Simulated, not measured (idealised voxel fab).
The following process module bears the name voxel released beams.
This is section cut - it's 275 nm across, gridded in 5 nm square cells.
This document writes a cross-section as a grid whose cells are square, and gives it as bands, listed from the top down; one or more rows of cells form a band.
Within each band entry, the heights of the top and of the bottom of the band appear first, in that order and in nm; the materials of the band then follow from left to right, each with its corresponding width in nm. The designation "throughout" on a single material indicates that it fills the band from edge to edge; the designation "air" indicates empty space.
Note: height 0 marks the level under which the wafer is uniformly one material as received. Lowest band unbounded below, written "0 nm and below".
A width such as "30..40" changes by the same amount from each row of cells to the next, from the band's top row to its bottom row.
Where a step carries "nothing got changed", the cross-section came out of it unchanged, cell for cell.
Voids not open to the top, 8 cells minimum: see "Trapped cavities". Written width x height at distance; distance is from the left edge; nm.
That trailing text on a step's line, after the settings, is the simulator's own remark on the step.
overlay nm: right-of-plan distance of the mask on a masked step; negative values mean left-of-plan.

Set out below are the planned steps of the process
| 1 | RECEIVE | material Si |
| 2 | CONFORMAL_DEP | material SiN | thk nm 10 |
| 3 | DIRECTIONAL_DEP | material SiO2 | thk nm 20 |
| 4 | DIRECTIONAL_DEP | material aC | thk nm 15 |
| 5 | PATTERN | tone open | mask id ANCHOR | material resist | width nm 30 | thk nm 35 | overlay nm 0 |
| 6 | DIRECTIONAL_ETCH | etch materials aC | depth nm 15 |
| 7 | STRIP | etch materials resist |
| 8 | DIRECTIONAL_ETCH | etch materials SiO2 | depth nm 20 |
| 9 | STRIP | etch materials aC |
| 10 | CONFORMAL_DEP | material TiN | thk nm 10 |
| 11 | PATTERN | tone cover | mask id BEAM | material resist | width nm 75 | thk nm 15 | overlay nm 0 |
| 12 | DIRECTIONAL_ETCH | etch materials TiN | depth nm 5 |
| 13 | STRIP | etch materials resist |
| 14 | STRIP | etch materials SiO2 |
For this document, wafers share an identical start and vary in the step 12 depth nm; the plan quotes the first wafer's value.

As received, i.e. after step 1: cross-section through the first of several wafers
0 nm and below = Si throughout
Trapped cavities: none

Take a look at the first of several wafers in cross-section: the module is done, and step 14 was its last step
40 nm to 35 nm = air=95 / TiN=15 / air=10 / TiN=50 / air=105
35 nm to 30 nm = TiN=110 / air=10 / TiN=155
30 nm to 20 nm = SiO2=100 / TiN=10 / air=10 / TiN=10 / SiO2=145
20 nm to 10 nm = SiO2=100 / TiN=30 / SiO2=145
10 nm to 0 nm = SiN throughout
0 nm and below = Si throughout
Trapped cavities: none

Last-wafer cross-section at the end of the module
40 nm to 30 nm = air=95 / TiN=15 / air=10 / TiN=50 / air=105
30 nm to 20 nm = air=100 / TiN=10 / air=10 / TiN=10 / air=145
20 nm to 10 nm = air=100 / TiN=30 / air=145
10 nm to 0 nm = SiN throughout
0 nm and below = Si throughout
Trapped cavities: none

Where each wafer stands at the end of the module, a row apiece: cells of each material gained (+) or lost (-) since it was received, then closed voids
depth nm 5; +110 SiN; +196 SiO2; +86 TiN; Trapped cavities: none
depth nm 10; +110 SiN; +46 TiN; Trapped cavities: none
depth nm 15; +110 SiN; +46 TiN; Trapped cavities: none
depth nm 20; +110 SiN; +46 TiN; Trapped cavities: none
depth nm 25; +110 SiN; +46 TiN; Trapped cavities: none
